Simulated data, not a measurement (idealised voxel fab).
The process module presented herein is designated voxel double patterning.
In the cross-section labelled cut, the width is 210 nm and each square cell is 5 nm.
Notation: cross-section as square-cell grid; stated in bands, top first, going down; one or more cell rows per band. Top height, bottom height, nm. Materials left to right, width each, nm. Single material + "everywhere" = fills band edge to edge. "empty" = empty. Heads up on the height convention: 0 is the point under which the incoming wafer is all one material, and the lowest band has no bottom, it just keeps going down, like "0..down". It should be noted that a width expressed as "30 to 40" varies in equal increments from row to row of cells within the band, taking the value of the first number at the top row and that of the second number at the bottom row. "nothing different" (step): cross-section cells unchanged, all of them. Entry "Closed-off voids". Content: empty spaces with no open connection to the top, size 8 cells or greater. Each: width x height at distance. Distance: from left edge. Unit: nm. The remark found on a step's line after its settings is issued by the simulator itself and pertains to that step. When a step includes a mask, the "overlay nm" setting on its line states how far to the right of its planned place that mask lay, and negative values state how far to the left.
STEPS PLANNED FOR THE PROCESS
- 1: RECEIVE (material Si)
- 2: CONFORMAL_DEP (material SiN; thk nm 10)
- 3: DIRECTIONAL_DEP (material SiO2; thk nm 10)
- 4: DIRECTIONAL_DEP (material SiCN; thk nm 10)
- 5: MASKED_ETCH (tone open; mask id FIRST; width nm 15; pitch nm 50; etch materials SiCN; depth nm 10; overlay nm -15)
- 6: MASKED_ETCH (tone open; mask id SECOND; width nm 15; pitch nm 50; etch materials SiCN; depth nm 10; overlay nm 0)
- 7: DIRECTIONAL_ETCH (etch materials SiO2; depth nm 10)
- 8: STRIP (etch materials SiCN)
Across this set of wafers, the varied parameter is the overlay nm of step 5. Starting conditions are identical for every wafer, and the plan reports the value assigned to the first wafer.
RECEIVED WAFERS, FIRST OF SEVERAL: CROSS-SECTION AFTER STEP 1
0..down | Si everywhere
Closed-off voids: none
WHAT FOLLOWS IS A TABLE IN WHICH EACH WAFER OCCUPIES A ROW; FOR THE WAFER AS IT STANDS AT THE CLOSE OF THE MODULE, THE ROW STATES, MATERIAL BY MATERIAL, HOW MANY CELLS HAVE BEEN GAINED (+) OR LOST (-) SINCE RECEIPT, AND THEN GIVES ITS CLOSED VOIDS
overlay nm -15 | +84 SiN | +58 SiO2 | Closed-off voids: none
overlay nm -10 | +84 SiN | +54 SiO2 | Closed-off voids: none
overlay nm -5 | +84 SiN | +54 SiO2 | Closed-off voids: none
overlay nm 0 | +84 SiN | +54 SiO2 | Closed-off voids: none
overlay nm 5 | +84 SiN | +54 SiO2 | Closed-off voids: none
overlay nm 10 | +84 SiN | +54 SiO2 | Closed-off voids: none
overlay nm 15 | +84 SiN | +58 SiO2 | Closed-off voids: none
